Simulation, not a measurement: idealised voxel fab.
process module | voxel self aligned vias
Cross-section cut: width 240 nm, square cells of 5 nm.
Cross-section spec: square-cell grid; bands listed top down; each band is one or more rows.
It is stipulated that each band's entry specify, in nanometres, the height of the top of the band and then that of its bottom, followed by the materials of the band in left-to-right sequence, each together with its width in nanometres. A single material marked by the word "edge to edge" is understood to fill the band from edge to edge; the word "empty" is understood to denote empty space.
Counting heights begins at 0, where everything beneath is, in the wafer as received, one material. The lowest band has no bottom; it goes on downwards, as "z 0 and below" shows.
Per-row width for "30->40": begins at first number (top row of band), ends at second number (bottom row), increment between rows held constant.
Where the words "nothing different" appear for a step, the cross-section shows no cell changed by that step; every cell remained as before.
Listed in "Enclosed void catalog": every empty space of 8 or more cells without an open way to the top. Form: width x height at distance, the distance being from the left edge, all in nm.
after a step's settings: what the simulator itself notes on the step
overlay nm: for a step with a mask, the amount by which the mask lay right of where it was planned; a negative amount means left of it.

-- Intended process steps
1) RECEIVE,material Si
2) CONFORMAL_DEP,material SiO2,thk nm 15
3) CONFORMAL_DEP,material SiCN,thk nm 5
4) DIRECTIONAL_DEP,material SiO2,thk nm 25
5) MASKED_ETCH,tone open,mask id LINES,width nm 30,pitch nm 55,etch materials SiO2,depth nm 25,overlay nm 0
6) CONFORMAL_DEP,material TiN,thk nm 5
7) FILL_DEP,material W,thk nm 10
8) CMP,height nm 45
9) SELECTIVE_ETCH,etch materials W Ru TiN,depth nm 5
10) FILL_DEP,material SiN,thk nm 10
11) CMP,height nm 45
12) DIRECTIONAL_DEP,material SiO2,thk nm 20
13) MASKED_ETCH,tone open,mask id VIAS,width nm 40,pitch nm 55,etch materials SiO2,depth nm 20,overlay nm 0
14) MASKED_ETCH,tone open,mask id VIAS,width nm 40,pitch nm 55,etch materials SiN,depth nm 5,overlay nm 0
15) CONFORMAL_DEP,material TiN,thk nm 5
16) FILL_DEP,material W,thk nm 10
17) CMP,height nm 65
18) CONFORMAL_DEP,material SiCN,thk nm 5

-- Incoming wafer, cross-sectional view, post step 1
    z 0 and below = Si edge to edge
    Enclosed void catalog: none

-- Sectioned view, first of two wafers, at the close of the module, processed as intended in the plan
    z 70 to 65 = SiCN edge to edge
    z 65 to 50 = SiO2=70, TiN=5, W=30, TiN=5, SiO2=15, TiN=5, W=30, TiN=5, SiO2=75
    z 50 to 45 = SiO2=70, TiN=10, W=20, TiN=10, SiO2=15, TiN=10, W=20, TiN=10, SiO2=75
    z 45 to 40 = SiO2=75, TiN=30, SiO2=25, TiN=30, SiO2=80
    z 40 to 25 = SiO2=75, TiN=5, W=20, TiN=5, SiO2=25, TiN=5, W=20, TiN=5, SiO2=80
    z 25 to 20 = SiO2=75, TiN=30, SiO2=25, TiN=30, SiO2=80
    z 20 to 15 = SiCN edge to edge
    z 15 to 0 = SiO2 edge to edge
    z 0 and below = Si edge to edge
    Enclosed void catalog: none

-- Second wafer through the module, sectioned at the end: same beginning and same plan as the first wafer, with one mistake in carrying it out
    z 70 to 65 = SiCN edge to edge
    z 65 to 50 = SiO2=60, TiN=5, W=30, TiN=5, SiO2=15, TiN=5, W=30, TiN=5, SiO2=85
    z 50 to 45 = SiO2=60, TiN=20, W=15, TiN=5, SiO2=15, TiN=20, W=15, TiN=5, SiO2=85
    z 45 to 40 = SiO2=75, TiN=25, SiN=5, SiO2=25, TiN=25, SiN=5, SiO2=80
    z 40 to 25 = SiO2=75, TiN=5, W=20, TiN=5, SiO2=25, TiN=5, W=20, TiN=5, SiO2=80
    z 25 to 20 = SiO2=75, TiN=30, SiO2=25, TiN=30, SiO2=80
    z 20 to 15 = SiCN edge to edge
    z 15 to 0 = SiO2 edge to edge
    z 0 and below = Si edge to edge
    Enclosed void catalog: none
Processing error: rather than as planned, step 13 actually ran as MASKED_ETCH,tone open,mask id VIAS,width nm 40,pitch nm 55,etch materials SiO2,depth nm 20,overlay nm -10
Final wafer comparison in cells, second versus first, more or fewer per material: SiN: 2 more, W: 2 fewer
